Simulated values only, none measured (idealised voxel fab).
The process module that follows is named voxel self aligned vias.
FYI the section here is cut, 190 nm wide, cells are 5 nm squares.
Reading order for cross-sections: top band down to bottom band. Underlying form: a grid of square cells. Band size: one or more rows of cells. Basically the band line says how high the top is and how high the bottom is, in nm, and then what's in it from left to right, every material with its width in nm. Empty space shows up as "blank", and if a single material carries "throughout" it runs the full band edge to edge. Heights are expressed relative to 0, this being the level below which the as-received wafer comprises one material exclusively. The lowest band is unbounded in the downward direction and is denoted as in "top 0, no bottom". Per-row width for "30 to 40": begins at first number (top row of band), ends at second number (bottom row), increment between rows held constant. It should be understood that the words "remained the same", when stated for a given step, signify that the cross-section underwent no change in any of its cells during that step. "Encapsulated voids" lists enclosed empty spaces (at least 8 cells, no open path upward to the top), each as width x height at distance from the left edge, in nm. after a step's settings: what the simulator itself notes on the step. Steps that use a mask can have "overlay nm" on their line. It says how far the mask sat to the right of where it was meant to be. Negative means to the left. So the way this works: pairs, before and after one process step. The after picture only goes down to the lowest band that actually changed, nothing below. Step and its settings are under each pair. And watch out, pairs might come from different runs of this module, same starting wafer though, so a pair only follows on from the one above if its "Before-step section" entry tells you so.

Before-step section:
	top 0, no bottom | Si throughout
	Encapsulated voids: none

Cross-Section Thereafter:
	top 10, bottom 0 | SiO2 throughout
	For the remainder of the cross-section, below 0, there is no change.
	Encapsulated voids: none
Between the two cross-sections you see above, the step is CONFORMAL_DEP: material SiO2, thk nm 10

Before-step section: The prior state of this step coincides with the post-step cross-section of the pair just above.

Cross-Section Thereafter:
	top 15, bottom 10 | SiCN throughout
	For the remainder of the cross-section, below 10, there is no change.
	Encapsulated voids: none
Between the two cross-sections you see above, the step is CONFORMAL_DEP: material SiCN, thk nm 5

Before-step section: The prior state of this step coincides with the post-step cross-section of the pair just above.

Cross-Section Thereafter:
	top 40, bottom 15 | SiO2 throughout
	For the remainder of the cross-section, below 15, there is no change.
	Encapsulated voids: none
Between the two cross-sections you see above, the step is DIRECTIONAL_DEP: material SiO2, thk nm 25

Before-step section: The prior state of this step coincides with the post-step cross-section of the pair just above.

Cross-Section Thereafter:
	top 55, bottom 40 | resist 45  blank 25  resist 45  blank 25  resist 50
	For the remainder of the cross-section, below 40, there is no change.
	Encapsulated voids: none
Between the two cross-sections you see above, the step is PATTERN: tone open, mask id LINES, material resist, width nm 25, pitch nm 70, thk nm 15, overlay nm 0

Before-step section: The prior state of this step coincides with the post-step cross-section of the pair just above.

Cross-Section Thereafter:
	top 55, bottom 40 | resist 45  blank 25  resist 45  blank 25  resist 50
	top 40, bottom 15 | SiO2 45  blank 25  SiO2 45  blank 25  SiO2 50
	For the remainder of the cross-section, below 15, there is no change.
	Encapsulated voids: none
Between the two cross-sections you see above, the step is DIRECTIONAL_ETCH: etch materials SiO2, depth nm 25

Before-step section: The prior state of this step coincides with the post-step cross-section of the pair just above.

Cross-Section Thereafter:
	top 40, bottom 15 | SiO2 45  blank 25  SiO2 45  blank 25  SiO2 50
	For the remainder of the cross-section, below 15, there is no change.
	Encapsulated voids: none
Between the two cross-sections you see above, the step is STRIP: etch materials resist

Before-step section: The prior state of this step coincides with the post-step cross-section of the pair just above.

Cross-Section Thereafter:
	top 45, bottom 40 | TiN 50  blank 15  TiN 55  blank 15  TiN 55
	top 40, bottom 20 | SiO2 45  TiN 5  blank 15  TiN 5  SiO2 45  TiN 5  blank 15  TiN 5  SiO2 50
	top 20, bottom 15 | SiO2 45  TiN 25  SiO2 45  TiN 25  SiO2 50
	For the remainder of the cross-section, below 15, there is no change.
	Encapsulated voids: none
Between the two cross-sections you see above, the step is CONFORMAL_DEP: material TiN, thk nm 5

Before-step section: The prior state of this step coincides with the post-step cross-section of the pair just above.

Cross-Section Thereafter:
	top 55, bottom 45 | W throughout
	top 45, bottom 40 | TiN 50  W 15  TiN 55  W 15  TiN 55
	top 40, bottom 20 | SiO2 45  TiN 5  W 15  TiN 5  SiO2 45  TiN 5  W 15  TiN 5  SiO2 50
	For the remainder of the cross-section, below 20, there is no change.
	Encapsulated voids: none
Between the two cross-sections you see above, the step is FILL_DEP: material W, thk nm 10

Before-step section: The prior state of this step coincides with the post-step cross-section of the pair just above.

Cross-Section Thereafter:
	top 40, bottom 20 | SiO2 45  TiN 5  W 15  TiN 5  SiO2 45  TiN 5  W 15  TiN 5  SiO2 50
	For the remainder of the cross-section, below 20, there is no change.
	Encapsulated voids: none
Between the two cross-sections you see above, the step is CMP: height nm 40

Before-step section: The prior state of this step coincides with the post-step cross-section of the pair just above.

Cross-Section Thereafter:
	top 40, bottom 35 | SiO2 45  blank 25  SiO2 45  blank 25  SiO2 50
	For the remainder of the cross-section, below 35, there is no change.
	Encapsulated voids: none
Between the two cross-sections you see above, the step is SELECTIVE_ETCH: etch materials W Ru TiN, depth nm 5

Before-step section: The prior state of this step coincides with the post-step cross-section of the pair just above.

Cross-Section Thereafter:
	top 45, bottom 40 | SiN throughout
	top 40, bottom 35 | SiO2 45  SiN 25  SiO2 45  SiN 25  SiO2 50
	For the remainder of the cross-section, below 35, there is no change.
	Encapsulated voids: none
Between the two cross-sections you see above, the step is FILL_DEP: material SiN, thk nm 5

Before-step section: The prior state of this step coincides with the post-step cross-section of the pair just above.

Cross-Section Thereafter:
	top 40, bottom 35 | SiO2 45  SiN 25  SiO2 45  SiN 25  SiO2 50
	For the remainder of the cross-section, below 35, there is no change.
	Encapsulated voids: none
Between the two cross-sections you see above, the step is CMP: height nm 40

Before-step section: The prior state of this step coincides with the post-step cross-section of the pair just above.

Cross-Section Thereafter:
	top 60, bottom 40 | SiO2 throughout
	For the remainder of the cross-section, below 40, there is no change.
	Encapsulated voids: none
Between the two cross-sections you see above, the step is DIRECTIONAL_DEP: material SiO2, thk nm 20

Before-step section: The prior state of this step coincides with the post-step cross-section of the pair just above.

Cross-Section Thereafter:
	top 60, bottom 40 | SiO2 35  blank 45  SiO2 110
	For the remainder of the cross-section, below 40, there is no change.
	Encapsulated voids: none
Between the two cross-sections you see above, the step is MASKED_ETCH: tone open, mask id VIAS, width nm 45, etch materials SiO2, depth nm 20, overlay nm 0

Before-step section: The prior state of this step coincides with the post-step cross-section of the pair just above.

Cross-Section Thereafter:
	top 60, bottom 40 | SiO2 35  blank 45  SiO2 110
	top 40, bottom 35 | SiO2 45  blank 25  SiO2 45  SiN 25  SiO2 50
	For the remainder of the cross-section, below 35, there is no change.
	Encapsulated voids: none
Between the two cross-sections you see above, the step is MASKED_ETCH: tone open, mask id VIAS, width nm 45, etch materials SiN, depth nm 5, overlay nm 0

Before-step section: The prior state of this step coincides with the post-step cross-section of the pair just above.

Cross-Section Thereafter:
	top 65, bottom 60 | TiN 40  blank 35  TiN 115
	top 60, bottom 45 | SiO2 35  TiN 5  blank 35  TiN 5  SiO2 110
	top 45, bottom 40 | SiO2 35  TiN 15  blank 15  TiN 15  SiO2 110
	top 40, bottom 35 | SiO2 45  TiN 25  SiO2 45  SiN 25  SiO2 50
	For the remainder of the cross-section, below 35, there is no change.
	Encapsulated voids: none
Between the two cross-sections you see above, the step is CONFORMAL_DEP: material TiN, thk nm 5

Before-step section: The prior state of this step coincides with the post-step cross-section of the pair just above.

Cross-Section Thereafter:
	top 70, bottom 65 | Ru throughout
	top 65, bottom 60 | TiN 40  Ru 35  TiN 115
	top 60, bottom 45 | SiO2 35  TiN 5  Ru 35  TiN 5  SiO2 110
	top 45, bottom 40 | SiO2 35  TiN 15  Ru 15  TiN 15  SiO2 110
	For the remainder of the cross-section, below 40, there is no change.
	Encapsulated voids: none
Between the two cross-sections you see above, the step is FILL_DEP: material Ru, thk nm 5

Before-step section: The prior state of this step coincides with the post-step cross-section of the pair just above.

Cross-Section Thereafter:
	top 60, bottom 45 | SiO2 35  TiN 5  Ru 35  TiN 5  SiO2 110
	For the remainder of the cross-section, below 45, there is no change.
	Encapsulated voids: none
Between the two cross-sections you see above, the step is CMP: height nm 60

Before-step section: The prior state of this step coincides with the post-step cross-section of the pair just above.

Cross-Section Thereafter:
	top 65, bottom 60 | SiCN throughout
	For the remainder of the cross-section, below 60, there is no change.
	Encapsulated voids: none
Between the two cross-sections you see above, the step is CONFORMAL_DEP: material SiCN, thk nm 5

Before-step section:
	top 10, bottom 0 | SiO2 throughout
	top 0, no bottom | Si throughout
	Encapsulated voids: none

Cross-Section Thereafter:
	top 35, bottom 0 | SiO2 throughout
	For the remainder of the cross-section, below 0, there is no change.
	Encapsulated voids: none
Between the two cross-sections you see above, the step is DIRECTIONAL_DEP: material SiO2, thk nm 25

Before-step section: The prior state of this step coincides with the post-step cross-section of the pair just above.

Cross-Section Thereafter:
	top 50, bottom 35 | resist 45  blank 25  resist 45  blank 25  resist 50
	For the remainder of the cross-section, below 35, there is no change.
	Encapsulated voids: none
Between the two cross-sections you see above, the step is PATTERN: tone open, mask id LINES, material resist, width nm 25, pitch nm 70, thk nm 15, overlay nm 0

Before-step section: The prior state of this step coincides with the post-step cross-section of the pair just above.

Cross-Section Thereafter:
	top 50, bottom 35 | resist 45  blank 25  resist 45  blank 25  resist 50
	top 35, bottom 10 | SiO2 45  blank 25  SiO2 45  blank 25  SiO2 50
	For the remainder of the cross-section, below 10, there is no change.
	Encapsulated voids: none
Between the two cross-sections you see above, the step is DIRECTIONAL_ETCH: etch materials SiO2, depth nm 25

Before-step section: The prior state of this step coincides with the post-step cross-section of the pair just above.

Cross-Section Thereafter:
	top 35, bottom 10 | SiO2 45  blank 25  SiO2 45  blank 25  SiO2 50
	For the remainder of the cross-section, below 10, there is no change.
	Encapsulated voids: none
Between the two cross-sections you see above, the step is STRIP: etch materials resist

Before-step section: The prior state of this step coincides with the post-step cross-section of the pair just above.

Cross-Section Thereafter:
	top 40, bottom 35 | TiN 50  blank 15  TiN 55  blank 15  TiN 55
	top 35, bottom 15 | SiO2 45  TiN 5  blank 15  TiN 5  SiO2 45  TiN 5  blank 15  TiN 5  SiO2 50
	top 15, bottom 10 | SiO2 45  TiN 25  SiO2 45  TiN 25  SiO2 50
	For the remainder of the cross-section, below 10, there is no change.
	Encapsulated voids: none
Between the two cross-sections you see above, the step is CONFORMAL_DEP: material TiN, thk nm 5

Before-step section: The prior state of this step coincides with the post-step cross-section of the pair just above.

Cross-Section Thereafter:
	top 50, bottom 40 | W throughout
	top 40, bottom 35 | TiN 50  W 15  TiN 55  W 15  TiN 55
	top 35, bottom 15 | SiO2 45  TiN 5  W 15  TiN 5  SiO2 45  TiN 5  W 15  TiN 5  SiO2 50
	For the remainder of the cross-section, below 15, there is no change.
	Encapsulated voids: none
Between the two cross-sections you see above, the step is FILL_DEP: material W, thk nm 10

Before-step section: The prior state of this step coincides with the post-step cross-section of the pair just above.

Cross-Section Thereafter:
	top 40, bottom 35 | TiN 50  W 15  TiN 55  W 15  TiN 55
	For the remainder of the cross-section, below 35, there is no change.
	Encapsulated voids: none
Between the two cross-sections you see above, the step is CMP: height nm 40

Before-step section: The prior state of this step coincides with the post-step cross-section of the pair just above.

Cross-Section Thereafter:
	top 35, bottom 15 | SiO2 45  TiN 5  W 15  TiN 5  SiO2 45  TiN 5  W 15  TiN 5  SiO2 50
	For the remainder of the cross-section, below 15, there is no change.
	Encapsulated voids: none
Between the two cross-sections you see above, the step is SELECTIVE_ETCH: etch materials W Ru TiN, depth nm 5

Before-step section: The prior state of this step coincides with the post-step cross-section of the pair just above.

Cross-Section Thereafter:
	top 40, bottom 35 | SiN throughout
	For the remainder of the cross-section, below 35, there is no change.
	Encapsulated voids: none
Between the two cross-sections you see above, the step is FILL_DEP: material SiN, thk nm 5

Before-step section: The prior state of this step coincides with the post-step cross-section of the pair just above.

Cross-Section Thereafter:
	top 60, bottom 40 | SiO2 throughout
	For the remainder of the cross-section, below 40, there is no change.
	Encapsulated voids: none
Between the two cross-sections you see above, the step is DIRECTIONAL_DEP: material SiO2, thk nm 20

Before-step section: The prior state of this step coincides with the post-step cross-section of the pair just above.

Cross-Section Thereafter:
	top 60, bottom 40 | SiO2 35  blank 45  SiO2 110
	For the remainder of the cross-section, below 40, there is no change.
	Encapsulated voids: none
Between the two cross-sections you see above, the step is MASKED_ETCH: tone open, mask id VIAS, width nm 45, etch materials SiO2, depth nm 20, overlay nm 0

Before-step section: The prior state of this step coincides with the post-step cross-section of the pair just above.

Cross-Section Thereafter:
	top 60, bottom 40 | SiO2 35  blank 45  SiO2 110
	top 40, bottom 35 | SiN 35  blank 45  SiN 110
	For the remainder of the cross-section, below 35, there is no change.
	Encapsulated voids: none
Between the two cross-sections you see above, the step is MASKED_ETCH: tone open, mask id VIAS, width nm 45, etch materials SiN, depth nm 5, overlay nm 0

Before-step section: The prior state of this step coincides with the post-step cross-section of the pair just above.

Cross-Section Thereafter:
	top 65, bottom 60 | TiN 40  blank 35  TiN 115
	top 60, bottom 40 | SiO2 35  TiN 5  blank 35  TiN 5  SiO2 110
	top 40, bottom 35 | SiN 35  TiN 45  SiN 110
	For the remainder of the cross-section, below 35, there is no change.
	Encapsulated voids: none
Between the two cross-sections you see above, the step is CONFORMAL_DEP: material TiN, thk nm 5

Before-step section: The prior state of this step coincides with the post-step cross-section of the pair just above.

Cross-Section Thereafter:
	top 70, bottom 65 | Ru throughout
	top 65, bottom 60 | TiN 40  Ru 35  TiN 115
	top 60, bottom 40 | SiO2 35  TiN 5  Ru 35  TiN 5  SiO2 110
	For the remainder of the cross-section, below 40, there is no change.
	Encapsulated voids: none
Between the two cross-sections you see above, the step is FILL_DEP: material Ru, thk nm 5

Before-step section: The prior state of this step coincides with the post-step cross-section of the pair just above.

Cross-Section Thereafter:
	top 60, bottom 40 | SiO2 35  TiN 5  Ru 35  TiN 5  SiO2 110
	For the remainder of the cross-section, below 40, there is no change.
	Encapsulated voids: none
Between the two cross-sections you see above, the step is CMP: height nm 60

Before-step section: The prior state of this step coincides with the post-step cross-section of the pair just above.

Cross-Section Thereafter:
	top 65, bottom 60 | SiCN throughout
	For the remainder of the cross-section, below 60, there is no change.
	Encapsulated voids: none
Between the two cross-sections you see above, the step is CONFORMAL_DEP: material SiCN, thk nm 5

Before-step section:
	top 60, bottom 40 | SiO2 35  blank 45  SiO2 110
	top 40, bottom 35 | SiO2 45  SiN 25  SiO2 45  SiN 25  SiO2 50
	top 35, bottom 20 | SiO2 45  TiN 5  W 15  TiN 5  SiO2 45  TiN 5  W 15  TiN 5  SiO2 50
	top 20, bottom 15 | SiO2 45  TiN 25  SiO2 45  TiN 25  SiO2 50
	top 15, bottom 10 | SiCN throughout
	top 10, bottom 0 | SiO2 throughout
	top 0, no bottom | Si throughout
	Encapsulated voids: none

Cross-Section Thereafter:
	top 60, bottom 40 | SiO2 35  blank 45  SiO2 110
	top 40, bottom 35 | SiO2 35  blank 10  SiN 25  blank 10  SiO2 35  SiN 25  SiO2 50
	top 35, bottom 20 | SiO2 35  blank 10  TiN 5  W 15  TiN 5  blank 10  SiO2 35  TiN 5  W 15  TiN 5  SiO2 50
	For the remainder of the cross-section, below 20, there is no change.
	Encapsulated voids: none
Between the two cross-sections you see above, the step is MASKED_ETCH: tone open, mask id VIAS, width nm 45, etch materials SiO2, depth nm 20, overlay nm 0

Before-step section: The prior state of this step coincides with the post-step cross-section of the pair just above.

Cross-Section Thereafter:
	top 60, bottom 40 | SiO2 35  blank 45  SiO2 110
	top 40, bottom 35 | SiO2 35  blank 45  SiO2 35  SiN 25  SiO2 50
	For the remainder of the cross-section, below 35, there is no change.
	Encapsulated voids: none
Between the two cross-sections you see above, the step is MASKED_ETCH: tone open, mask id VIAS, width nm 45, etch materials SiN, depth nm 5, overlay nm 0

Before-step section: The prior state of this step coincides with the post-step cross-section of the pair just above.

Cross-Section Thereafter:
	top 65, bottom 60 | TiN 40  blank 35  TiN 115
	top 60, bottom 40 | SiO2 35  TiN 5  blank 35  TiN 5  SiO2 110
	top 40, bottom 35 | SiO2 35  TiN 45  SiO2 35  SiN 25  SiO2 50
	top 35, bottom 20 | SiO2 35  TiN 15  W 15  TiN 15  SiO2 35  TiN 5  W 15  TiN 5  SiO2 50
	For the remainder of the cross-section, below 20, there is no change.
	Encapsulated voids: none
Between the two cross-sections you see above, the step is CONFORMAL_DEP: material TiN, thk nm 5

Before-step section: The prior state of this step coincides with the post-step cross-section of the pair just above.

Cross-Section Thereafter:
	top 70, bottom 65 | Ru throughout
	top 65, bottom 60 | TiN 40  Ru 35  TiN 115
	top 60, bottom 40 | SiO2 35  TiN 5  Ru 35  TiN 5  SiO2 110
	For the remainder of the cross-section, below 40, there is no change.
	Encapsulated voids: none
Between the two cross-sections you see above, the step is FILL_DEP: material Ru, thk nm 5

Before-step section: The prior state of this step coincides with the post-step cross-section of the pair just above.

Cross-Section Thereafter:
	top 60, bottom 40 | SiO2 35  TiN 5  Ru 35  TiN 5  SiO2 110
	For the remainder of the cross-section, below 40, there is no change.
	Encapsulated voids: none
Between the two cross-sections you see above, the step is CMP: height nm 60

Before-step section: The prior state of this step coincides with the post-step cross-section of the pair just above.

Cross-Section Thereafter:
	top 65, bottom 60 | SiCN throughout
	For the remainder of the cross-section, below 60, there is no change.
	Encapsulated voids: none
Between the two cross-sections you see above, the step is CONFORMAL_DEP: material SiCN, thk nm 5

Before-step section:
	top 0, no bottom | Si throughout
	Encapsulated voids: none

Cross-Section Thereafter:
	top 5, bottom 0 | SiCN throughout
	For the remainder of the cross-section, below 0, there is no change.
	Encapsulated voids: none
Between the two cross-sections you see above, the step is CONFORMAL_DEP: material SiCN, thk nm 5

Before-step section: The prior state of this step coincides with the post-step cross-section of the pair just above.

Cross-Section Thereafter:
	top 15, bottom 5 | SiO2 throughout
	For the remainder of the cross-section, below 5, there is no change.
	Encapsulated voids: none
Between the two cross-sections you see above, the step is CONFORMAL_DEP: material SiO2, thk nm 10

Before-step section: The prior state of this step coincides with the post-step cross-section of the pair just above.

Cross-Section Thereafter:
	top 40, bottom 5 | SiO2 throughout
	For the remainder of the cross-section, below 5, there is no change.
	Encapsulated voids: none
Between the two cross-sections you see above, the step is DIRECTIONAL_DEP: material SiO2, thk nm 25

Before-step section: The prior state of this step coincides with the post-step cross-section of the pair just above.

Cross-Section Thereafter:
	top 55, bottom 40 | resist 45  blank 25  resist 45  blank 25  resist 50
	For the remainder of the cross-section, below 40, there is no change.
	Encapsulated voids: none
Between the two cross-sections you see above, the step is PATTERN: tone open, mask id LINES, material resist, width nm 25, pitch nm 70, thk nm 15, overlay nm 0

Before-step section: The prior state of this step coincides with the post-step cross-section of the pair just above.

Cross-Section Thereafter:
	top 55, bottom 40 | resist 45  blank 25  resist 45  blank 25  resist 50
	top 40, bottom 15 | SiO2 45  blank 25  SiO2 45  blank 25  SiO2 50
	For the remainder of the cross-section, below 15, there is no change.
	Encapsulated voids: none
Between the two cross-sections you see above, the step is DIRECTIONAL_ETCH: etch materials SiO2, depth nm 25

Before-step section: The prior state of this step coincides with the post-step cross-section of the pair just above.

Cross-Section Thereafter:
	top 40, bottom 15 | SiO2 45  blank 25  SiO2 45  blank 25  SiO2 50
	For the remainder of the cross-section, below 15, there is no change.
	Encapsulated voids: none
Between the two cross-sections you see above, the step is STRIP: etch materials resist

Before-step section: The prior state of this step coincides with the post-step cross-section of the pair just above.

Cross-Section Thereafter:
	top 45, bottom 40 | TiN 50  blank 15  TiN 55  blank 15  TiN 55
	top 40, bottom 20 | SiO2 45  TiN 5  blank 15  TiN 5  SiO2 45  TiN 5  blank 15  TiN 5  SiO2 50
	top 20, bottom 15 | SiO2 45  TiN 25  SiO2 45  TiN 25  SiO2 50
	For the remainder of the cross-section, below 15, there is no change.
	Encapsulated voids: none
Between the two cross-sections you see above, the step is CONFORMAL_DEP: material TiN, thk nm 5

Before-step section: The prior state of this step coincides with the post-step cross-section of the pair just above.

Cross-Section Thereafter:
	top 55, bottom 45 | W throughout
	top 45, bottom 40 | TiN 50  W 15  TiN 55  W 15  TiN 55
	top 40, bottom 20 | SiO2 45  TiN 5  W 15  TiN 5  SiO2 45  TiN 5  W 15  TiN 5  SiO2 50
	For the remainder of the cross-section, below 20, there is no change.
	Encapsulated voids: none
Between the two cross-sections you see above, the step is FILL_DEP: material W, thk nm 10

Before-step section: The prior state of this step coincides with the post-step cross-section of the pair just above.

Cross-Section Thereafter:
	top 40, bottom 20 | SiO2 45  TiN 5  W 15  TiN 5  SiO2 45  TiN 5  W 15  TiN 5  SiO2 50
	For the remainder of the cross-section, below 20, there is no change.
	Encapsulated voids: none
Between the two cross-sections you see above, the step is CMP: height nm 40

Before-step section: The prior state of this step coincides with the post-step cross-section of the pair just above.

Cross-Section Thereafter:
	top 40, bottom 35 | SiO2 45  blank 25  SiO2 45  blank 25  SiO2 50
	For the remainder of the cross-section, below 35, there is no change.
	Encapsulated voids: none
Between the two cross-sections you see above, the step is SELECTIVE_ETCH: etch materials W Ru TiN, depth nm 5

Before-step section: The prior state of this step coincides with the post-step cross-section of the pair just above.

Cross-Section Thereafter:
	top 45, bottom 40 | SiN throughout
	top 40, bottom 35 | SiO2 45  SiN 25  SiO2 45  SiN 25  SiO2 50
	For the remainder of the cross-section, below 35, there is no change.
	Encapsulated voids: none
Between the two cross-sections you see above, the step is FILL_DEP: material SiN, thk nm 5

Before-step section: The prior state of this step coincides with the post-step cross-section of the pair just above.

Cross-Section Thereafter:
	top 40, bottom 35 | SiO2 45  SiN 25  SiO2 45  SiN 25  SiO2 50
	For the remainder of the cross-section, below 35, there is no change.
	Encapsulated voids: none
Between the two cross-sections you see above, the step is CMP: height nm 40

Before-step section: The prior state of this step coincides with the post-step cross-section of the pair just above.

Cross-Section Thereafter:
	top 60, bottom 40 | SiO2 throughout
	For the remainder of the cross-section, below 40, there is no change.
	Encapsulated voids: none
Between the two cross-sections you see above, the step is DIRECTIONAL_DEP: material SiO2, thk nm 20

Before-step section: The prior state of this step coincides with the post-step cross-section of the pair just above.

Cross-Section Thereafter:
	top 60, bottom 40 | SiO2 35  blank 45  SiO2 110
	For the remainder of the cross-section, below 40, there is no change.
	Encapsulated voids: none
Between the two cross-sections you see above, the step is MASKED_ETCH: tone open, mask id VIAS, width nm 45, etch materials SiO2, depth nm 20, overlay nm 0

Before-step section: The prior state of this step coincides with the post-step cross-section of the pair just above.

Cross-Section Thereafter:
	top 60, bottom 40 | SiO2 35  blank 45  SiO2 110
	top 40, bottom 35 | SiO2 45  blank 25  SiO2 45  SiN 25  SiO2 50
	For the remainder of the cross-section, below 35, there is no change.
	Encapsulated voids: none
Between the two cross-sections you see above, the step is MASKED_ETCH: tone open, mask id VIAS, width nm 45, etch materials SiN, depth nm 5, overlay nm 0

Before-step section: The prior state of this step coincides with the post-step cross-section of the pair just above.

Cross-Section Thereafter:
	top 65, bottom 60 | TiN 40  blank 35  TiN 115
	top 60, bottom 45 | SiO2 35  TiN 5  blank 35  TiN 5  SiO2 110
	top 45, bottom 40 | SiO2 35  TiN 15  blank 15  TiN 15  SiO2 110
	top 40, bottom 35 | SiO2 45  TiN 25  SiO2 45  SiN 25  SiO2 50
	For the remainder of the cross-section, below 35, there is no change.
	Encapsulated voids: none
Between the two cross-sections you see above, the step is CONFORMAL_DEP: material TiN, thk nm 5

Before-step section: The prior state of this step coincides with the post-step cross-section of the pair just above.

Cross-Section Thereafter:
	top 70, bottom 65 | Ru throughout
	top 65, bottom 60 | TiN 40  Ru 35  TiN 115
	top 60, bottom 45 | SiO2 35  TiN 5  Ru 35  TiN 5  SiO2 110
	top 45, bottom 40 | SiO2 35  TiN 15  Ru 15  TiN 15  SiO2 110
	For the remainder of the cross-section, below 40, there is no change.
	Encapsulated voids: none
Between the two cross-sections you see above, the step is FILL_DEP: material Ru, thk nm 5

Before-step section: The prior state of this step coincides with the post-step cross-section of the pair just above.

Cross-Section Thereafter:
	top 60, bottom 45 | SiO2 35  TiN 5  Ru 35  TiN 5  SiO2 110
	For the remainder of the cross-section, below 45, there is no change.
	Encapsulated voids: none
Between the two cross-sections you see above, the step is CMP: height nm 60

Before-step section: The prior state of this step coincides with the post-step cross-section of the pair just above.

Cross-Section Thereafter:
	top 65, bottom 60 | SiCN throughout
	For the remainder of the cross-section, below 60, there is no change.
	Encapsulated voids: none
Between the two cross-sections you see above, the step is CONFORMAL_DEP: material SiCN, thk nm 5

Before-step section:
	top 60, bottom 40 | SiO2 35  blank 45  SiO2 110
	top 40, bottom 35 | SiO2 45  blank 25  SiO2 45  SiN 25  SiO2 50
	top 35, bottom 20 | SiO2 45  TiN 5  W 15  TiN 5  SiO2 45  TiN 5  W 15  TiN 5  SiO2 50
	top 20, bottom 15 | SiO2 45  TiN 25  SiO2 45  TiN 25  SiO2 50
	top 15, bottom 10 | SiCN throughout
	top 10, bottom 0 | SiO2 throughout
	top 0, no bottom | Si throughout
	Encapsulated voids: none

Cross-Section Thereafter:
	top 75, bottom 60 | TiN 50  blank 15  TiN 125
	top 60, bottom 55 | SiO2 35  TiN 15  blank 15  TiN 15  SiO2 110
	top 55, bottom 40 | SiO2 35  TiN 45  SiO2 110
	top 40, bottom 35 | SiO2 45  TiN 25  SiO2 45  SiN 25  SiO2 50
	For the remainder of the cross-section, below 35, there is no change.
	Encapsulated voids: none
Between the two cross-sections you see above, the step is CONFORMAL_DEP: material TiN, thk nm 15

Before-step section: The prior state of this step coincides with the post-step cross-section of the pair just above.

Cross-Section Thereafter:
	top 80, bottom 75 | Ru throughout
	top 75, bottom 60 | TiN 50  Ru 15  TiN 125
	top 60, bottom 55 | SiO2 35  TiN 15  Ru 15  TiN 15  SiO2 110
	For the remainder of the cross-section, below 55, there is no change.
	Encapsulated voids: none
Between the two cross-sections you see above, the step is FILL_DEP: material Ru, thk nm 5

Before-step section: The prior state of this step coincides with the post-step cross-section of the pair just above.

Cross-Section Thereafter:
	top 60, bottom 55 | SiO2 35  TiN 15  Ru 15  TiN 15  SiO2 110
	For the remainder of the cross-section, below 55, there is no change.
	Encapsulated voids: none
Between the two cross-sections you see above, the step is CMP: height nm 60

Before-step section: The prior state of this step coincides with the post-step cross-section of the pair just above.

Cross-Section Thereafter:
	top 65, bottom 60 | SiCN throughout
	For the remainder of the cross-section, below 60, there is no change.
	Encapsulated voids: none
Between the two cross-sections you see above, the step is CONFORMAL_DEP: material SiCN, thk nm 5

Before-step section:
	top 60, bottom 40 | SiO2 throughout
	top 40, bottom 35 | SiO2 45  SiN 25  SiO2 45  SiN 25  SiO2 50
	top 35, bottom 20 | SiO2 45  TiN 5  W 15  TiN 5  SiO2 45  TiN 5  W 15  TiN 5  SiO2 50
	top 20, bottom 15 | SiO2 45  TiN 25  SiO2 45  TiN 25  SiO2 50
	top 15, bottom 10 | SiCN throughout
	top 10, bottom 0 | SiO2 throughout
	top 0, no bottom | Si throughout
	Encapsulated voids: none

Cross-Section Thereafter:
	top 60, bottom 40 | SiO2 40  blank 40  SiO2 110
	For the remainder of the cross-section, below 40, there is no change.
	Encapsulated voids: none
Between the two cross-sections you see above, the step is MASKED_ETCH: tone open, mask id VIAS, width nm 40, etch materials SiO2, depth nm 20, overlay nm 0

Before-step section: The prior state of this step coincides with the post-step cross-section of the pair just above.

Cross-Section Thereafter:
	top 60, bottom 40 | SiO2 40  blank 40  SiO2 110
	top 40, bottom 35 | SiO2 45  blank 25  SiO2 45  SiN 25  SiO2 50
	For the remainder of the cross-section, below 35, there is no change.
	Encapsulated voids: none
Between the two cross-sections you see above, the step is MASKED_ETCH: tone open, mask id VIAS, width nm 45, etch materials SiN, depth nm 5, overlay nm 0

Before-step section: The prior state of this step coincides with the post-step cross-section of the pair just above.

Cross-Section Thereafter:
	top 65, bottom 60 | TiN 45  blank 30  TiN 115
	top 60, bottom 45 | SiO2 40  TiN 5  blank 30  TiN 5  SiO2 110
	top 45, bottom 40 | SiO2 40  TiN 10  blank 15  TiN 15  SiO2 110
	top 40, bottom 35 | SiO2 45  TiN 25  SiO2 45  SiN 25  SiO2 50
	For the remainder of the cross-section, below 35, there is no change.
	Encapsulated voids: none
Between the two cross-sections you see above, the step is CONFORMAL_DEP: material TiN, thk nm 5

Before-step section: The prior state of this step coincides with the post-step cross-section of the pair just above.

Cross-Section Thereafter:
	top 70, bottom 65 | Ru throughout
	top 65, bottom 60 | TiN 45  Ru 30  TiN 115
	top 60, bottom 45 | SiO2 40  TiN 5  Ru 30  TiN 5  SiO2 110
	top 45, bottom 40 | SiO2 40  TiN 10  Ru 15  TiN 15  SiO2 110
	For the remainder of the cross-section, below 40, there is no change.
	Encapsulated voids: none
Between the two cross-sections you see above, the step is FILL_DEP: material Ru, thk nm 5

Before-step section: The prior state of this step coincides with the post-step cross-section of the pair just above.

Cross-Section Thereafter:
	top 60, bottom 45 | SiO2 40  TiN 5  Ru 30  TiN 5  SiO2 110
	For the remainder of the cross-section, below 45, there is no change.
	Encapsulated voids: none
Between the two cross-sections you see above, the step is CMP: height nm 60

Before-step section: The prior state of this step coincides with the post-step cross-section of the pair just above.

Cross-Section Thereafter:
	top 65, bottom 60 | SiCN throughout
	For the remainder of the cross-section, below 60, there is no change.
	Encapsulated voids: none
Between the two cross-sections you see above, the step is CONFORMAL_DEP: material SiCN, thk nm 5

Before-step section:
	top 60, bottom 40 | SiO2 throughout
	top 40, bottom 35 | SiO2 45  SiN 25  SiO2 45  SiN 25  SiO2 50
	top 35, bottom 20 | SiO2 45  TiN 5  W 15  TiN 5  SiO2 45  TiN 5  W 15  TiN 5  SiO2 50
	top 20, bottom 15 | SiO2 45  TiN 25  SiO2 45  TiN 25  SiO2 50
	top 15, bottom 10 | SiCN throughout
	top 10, bottom 0 | SiO2 throughout
	top 0, no bottom | Si throughout
	Encapsulated voids: none

Cross-Section Thereafter:
	top 60, bottom 40 | SiO2 30  blank 45  SiO2 115
	For the remainder of the cross-section, below 40, there is no change.
	Encapsulated voids: none
Between the two cross-sections you see above, the step is MASKED_ETCH: tone open, mask id VIAS, width nm 45, etch materials SiO2, depth nm 20, overlay nm -5
